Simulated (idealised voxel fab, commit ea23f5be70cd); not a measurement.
The process module that follows is named voxel gate over fins.
The figure presents cross-section cut, which has a width of 150 nm and is divided into square cells with an edge length of 5 nm.
For the purposes of this document, a cross-section shall be understood as a grid of square cells, specified as bands listed in top-to-bottom order, each band consisting of one or more rows of cells. Within each band entry, the heights of the top and of the bottom of the band appear first, in that order and in nm; the materials of the band then follow from left to right, each with its corresponding width in nm. The designation "full width" on a single material indicates that it fills the band from edge to edge; the designation "air" indicates empty space. Note: height 0 marks the level under which the wafer is uniformly one material as received. Lowest band unbounded below, written "top 0, no bottom". Top row gets the first number, bottom row gets the second, and each row in between changes by the same step: that is how a band width like "30->40" works. Step marked "no alteration"? Then no cell in the cross-section changed in it. Basically, "Fully sealed voids" tells you about the enclosed voids: empty spaces with no open way to the top, 8 cells or bigger, each written width x height at distance, where distance is from the left edge, all in nm. Read whatever lies past the settings on a step's line as the simulator's own remark about the step. overlay nm: mask right of planned place by this much (step with mask). Neg. = left.

These are the steps we planned for the process:
- 1: RECEIVE with material Si
- 2: CONFORMAL_DEP with material SiN, thk nm 10
- 3: PATTERN with tone cover, mask id FINS, material resist, width nm 15, pitch nm 35, thk nm 15, overlay nm 0
- 4: DIRECTIONAL_ETCH with etch materials SiN, depth nm 10
- 5: DIRECTIONAL_ETCH with etch materials Si, depth nm 35
- 6: STRIP with etch materials resist
- 7: OXIDIZE with depth nm 5
- 8: FILL_DEP with material SiO2, thk nm 5
- 9: CMP with height nm 10
- 10: SELECTIVE_ETCH with etch materials SiO2, depth nm 25
- 11: STRIP with etch materials SiN
- 12: CONFORMAL_DEP with material HfO2, thk nm 5
- 13: CONFORMAL_DEP with material TiN, thk nm 5
- 14: FILL_DEP with material W, thk nm 15
- 15: CMP with height nm 20
- 16: CONFORMAL_DEP with material SiCN, thk nm 10

Incoming wafer, cross-sectional view, post step 1:
    top 0, no bottom = Si full width
    Fully sealed voids: none

Cross-section, first of two wafers, end of module, run as planned:
    top 30, bottom 20 = SiCN full width
    top 20, bottom 10 = W full width
    top 10, bottom 5 = W 45 | TiN 25 | W 10 | TiN 25 | W 45
    top 5, bottom 0 = W 45 | TiN 5 | HfO2 15 | TiN 5 | W 10 | TiN 5 | HfO2 15 | TiN 5 | W 45
    top 0, bottom -5 = W 45 | TiN 5 | HfO2 5 | Si 5 | HfO2 5 | TiN 5 | W 10 | TiN 5 | HfO2 5 | Si 5 | HfO2 5 | TiN 5 | W 45
    top -5, bottom -10 = TiN 50 | HfO2 5 | Si 5 | HfO2 5 | TiN 20 | HfO2 5 | Si 5 | HfO2 5 | TiN 50
    top -10, bottom -15 = HfO2 55 | Si 5 | HfO2 30 | Si 5 | HfO2 55
    top -15, bottom -40 = SiO2 55 | Si 5 | SiO2 30 | Si 5 | SiO2 55
    top -40, no bottom = Si full width
    Fully sealed voids: none

Wafer two, end of module, cross-section. Same start, same plan as wafer one. One mistake in the run:
    top 30, bottom 20 = SiCN full width
    top 20, bottom 10 = W full width
    top 10, bottom 5 = W 45 | HfO2 25 | W 10 | HfO2 25 | W 45
    top 5, bottom 0 = W 45 | HfO2 5 | TiN 15 | HfO2 5 | W 10 | HfO2 5 | TiN 15 | HfO2 5 | W 45
    top 0, bottom -5 = W 45 | HfO2 5 | TiN 5 | Si 5 | TiN 5 | HfO2 5 | W 10 | HfO2 5 | TiN 5 | Si 5 | TiN 5 | HfO2 5 | W 45
    top -5, bottom -10 = HfO2 50 | TiN 5 | Si 5 | TiN 5 | HfO2 20 | TiN 5 | Si 5 | TiN 5 | HfO2 50
    top -10, bottom -15 = TiN 55 | Si 5 | TiN 30 | Si 5 | TiN 55
    top -15, bottom -40 = SiO2 55 | Si 5 | SiO2 30 | Si 5 | SiO2 55
    top -40, no bottom = Si full width
    Fully sealed voids: none
Which mistake was made when the wafer was run? a sequencing error occurred in which plan steps 12 and 13 were transposed
Upon completion, the cell count for each material on the second wafer equals that on the first, whereas the spatial distribution of those cells differs.
